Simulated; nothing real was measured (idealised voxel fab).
process module | voxel self aligned vias
cross-section cut | 270 nm wide | cells 5 nm
A cross-section is a grid of square cells, given in bands from the top down. A band is one or more rows of cells.
Each band's line starts with the height of the band's top and of its bottom, in nm. Then come its materials from left to right, each with its width in nm. One material with "throughout" fills the band from edge to edge. "air" is empty space.
Height 0 is the level under which the wafer as received is all one material. The lowest band goes on downwards, as in "0 down".
A width such as "30 to 40" changes by the same amount from each row of cells to the next, from the band's top row to its bottom row.
"no change" after a step means that no cell of the cross-section changed.
closed voids: empty space of 8 cells or more with no open way to the top, each as width x height at its distance from the left edge, in nm
after a step's settings: what the simulator itself notes on the step
overlay nm, on a step with a mask: how far to the right of its planned place the mask lay; to the left if negative
plan
1 op RECEIVE | material Si
2 op CONFORMAL_DEP | material SiO2 | thk nm 15
3 op CONFORMAL_DEP | material SiCN | thk nm 5
4 op DIRECTIONAL_DEP | material lowk | thk nm 30
5 op DIRECTIONAL_DEP | material aC | thk nm 10
6 op PATTERN | tone open | mask id LINES | material resist | width nm 20 | pitch nm 50 | thk nm 30 | overlay nm 0
7 op DIRECTIONAL_ETCH | etch materials aC | depth nm 10
8 op STRIP | etch materials resist
9 op DIRECTIONAL_ETCH | etch materials lowk | depth nm 30
10 op STRIP | etch materials aC
11 op CONFORMAL_DEP | material TiN | thk nm 5
12 op FILL_DEP | material Ru | thk nm 10
13 op CMP | height nm 50
14 op SELECTIVE_ETCH | etch materials W Ru TiN | depth nm 10
15 op FILL_DEP | material SiN | thk nm 5
16 op CMP | height nm 50
17 op DIRECTIONAL_DEP | material lowk | thk nm 20
18 op DIRECTIONAL_DEP | material aC | thk nm 15
19 op PATTERN | tone open | mask id VIAS | material resist | width nm 30 | pitch nm 50 | thk nm 35 | overlay nm 0
20 op DIRECTIONAL_ETCH | etch materials aC | depth nm 15
21 op STRIP | etch materials resist
22 op DIRECTIONAL_ETCH | etch materials lowk | depth nm 20
23 op DIRECTIONAL_ETCH | etch materials SiN | depth nm 10
24 op STRIP | etch materials aC
25 op CONFORMAL_DEP | material TiN | thk nm 5
26 op FILL_DEP | material W | thk nm 10
27 op CMP | height nm 70
28 op CONFORMAL_DEP | material SiN | thk nm 5
as received, after step 1
  0 down: Si throughout
  closed voids: none
first wafer at the end, as planned
  75 to 70: SiN throughout
  70 to 55: lowk 95 | TiN 5 | W 20 | TiN 5 | lowk 20 | TiN 5 | W 20 | TiN 5 | lowk 95
  55 to 45: lowk 95 to 100 | TiN 10 to 5 | W 10 | TiN 10 to 5 | lowk 20 to 30 | TiN 10 to 5 | W 10 | TiN 10 to 5 | lowk 95 to 100
  45 to 40: lowk 100 | TiN 20 | lowk 30 | TiN 20 | lowk 100
  40 to 25: lowk 100 | TiN 5 | Ru 10 | TiN 5 | lowk 30 | TiN 5 | Ru 10 | TiN 5 | lowk 100
  25 to 20: lowk 100 | TiN 20 | lowk 30 | TiN 20 | lowk 100
  20 to 15: SiCN throughout
  15 to 0: SiO2 throughout
  0 down: Si throughout
  closed voids: none
second wafer at the end: like start, like plan, one mistake
  75 to 70: SiN throughout
  70 to 45: lowk 95 | TiN 5 | W 20 | TiN 5 | lowk 20 | TiN 5 | W 20 | TiN 5 | lowk 95
  45 to 40: lowk 95 | TiN 30 | lowk 20 | TiN 30 | lowk 95
  40 to 25: lowk 95 | TiN 5 | Ru 20 | TiN 5 | lowk 20 | TiN 5 | Ru 20 | TiN 5 | lowk 95
  25 to 20: lowk 95 | TiN 30 | lowk 20 | TiN 30 | lowk 95
  20 to 15: SiCN throughout
  15 to 0: SiO2 throughout
  0 down: Si throughout
  closed voids: none
what went wrong: step 6 ran as: op PATTERN | tone open | mask id LINES | material resist | width nm 30 | pitch nm 50 | thk nm 30 | overlay nm 0
at the end the second wafer has, in cells: 12 more of Ru | 4 more of TiN | 8 more of W | 24 fewer of lowk
